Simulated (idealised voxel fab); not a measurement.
process module | voxel self aligned vias
cross-section cut | 265 nm wide | cells 5 nm
A cross-section is a grid of square cells, given in bands from the top down. A band is one or more rows of cells.
Each band's line starts with the height of the band's top and of its bottom, in nm. Then come its materials from left to right, each with its width in nm. One material with "throughout" fills the band from edge to edge. "air" is empty space.
Height 0 is the level under which the wafer as received is all one material. The lowest band goes on downwards, as in "0 down".
A width such as "30 to 40" changes by the same amount from each row of cells to the next, from the band's top row to its bottom row.
"no change" after a step means that no cell of the cross-section changed.
closed voids: empty space of 8 cells or more with no open way to the top, each as width x height at its distance from the left edge, in nm
after a step's settings: what the simulator itself notes on the step
overlay nm, on a step with a mask: how far to the right of its planned place the mask lay; to the left if negative
plan
1 op RECEIVE | material Si
2 op CONFORMAL_DEP | material SiO2 | thk nm 10
3 op CONFORMAL_DEP | material SiCN | thk nm 5
4 op DIRECTIONAL_DEP | material SiO2 | thk nm 25
5 op MASKED_ETCH | tone open | mask id LINES | width nm 25 | pitch nm 60 | etch materials SiO2 | depth nm 25 | overlay nm 0
6 op CONFORMAL_DEP | material TiN | thk nm 5
7 op FILL_DEP | material W | thk nm 10
8 op CMP | height nm 40
9 op SELECTIVE_ETCH | etch materials W Ru TiN | depth nm 5
10 op FILL_DEP | material SiN | thk nm 10
11 op CMP | height nm 40
12 op DIRECTIONAL_DEP | material SiO2 | thk nm 20
13 op PATTERN | tone open | mask id VIAS | material resist | width nm 35 | pitch nm 120 | thk nm 20 | overlay nm 0
14 op DIRECTIONAL_ETCH | etch materials SiO2 | depth nm 20
15 op DIRECTIONAL_ETCH | etch materials SiN | depth nm 5
16 op STRIP | etch materials resist
17 op CONFORMAL_DEP | material TiN | thk nm 5
18 op FILL_DEP | material Ru | thk nm 5
19 op CMP | height nm 60
20 op CONFORMAL_DEP | material SiN | thk nm 5
as received, after step 1
  0 down: Si throughout
  closed voids: none
first wafer at the end, as planned
  65 to 60: SiN throughout
  60 to 45: SiO2 55 | TiN 5 | Ru 25 | TiN 5 | SiO2 85 | TiN 5 | Ru 25 | TiN 5 | SiO2 55
  45 to 40: SiO2 55 | TiN 10 | Ru 15 | TiN 10 | SiO2 85 | TiN 10 | Ru 15 | TiN 10 | SiO2 55
  40 to 35: SiO2 60 | TiN 25 | SiO2 35 | SiN 25 | SiO2 35 | TiN 25 | SiO2 60
  35 to 20: SiO2 60 | TiN 5 | W 15 | TiN 5 | SiO2 35 | TiN 5 | W 15 | TiN 5 | SiO2 35 | TiN 5 | W 15 | TiN 5 | SiO2 60
  20 to 15: SiO2 60 | TiN 25 | SiO2 35 | TiN 25 | SiO2 35 | TiN 25 | SiO2 60
  15 to 10: SiCN throughout
  10 to 0: SiO2 throughout
  0 down: Si throughout
  closed voids: none
second wafer at the end: like start, like plan, one mistake
  65 to 60: SiN throughout
  60 to 40: SiO2 55 | TiN 5 | Ru 25 | TiN 5 | SiO2 85 | TiN 5 | Ru 25 | TiN 5 | SiO2 55
  40 to 35: SiN 55 | TiN 35 | SiN 85 | TiN 35 | SiN 55
  35 to 15: SiO2 60 | TiN 5 | W 15 | TiN 5 | SiO2 35 | TiN 5 | W 15 | TiN 5 | SiO2 35 | TiN 5 | W 15 | TiN 5 | SiO2 60
  15 to 10: SiO2 60 | TiN 25 | SiO2 35 | TiN 25 | SiO2 35 | TiN 25 | SiO2 60
  10 to 0: SiO2 throughout
  0 down: Si throughout
  closed voids: none
what went wrong: step 3 was left out
at the end the second wafer has, in cells: 4 more of Ru | 53 fewer of SiCN | 34 more of SiN | 6 more of TiN | 9 more of W
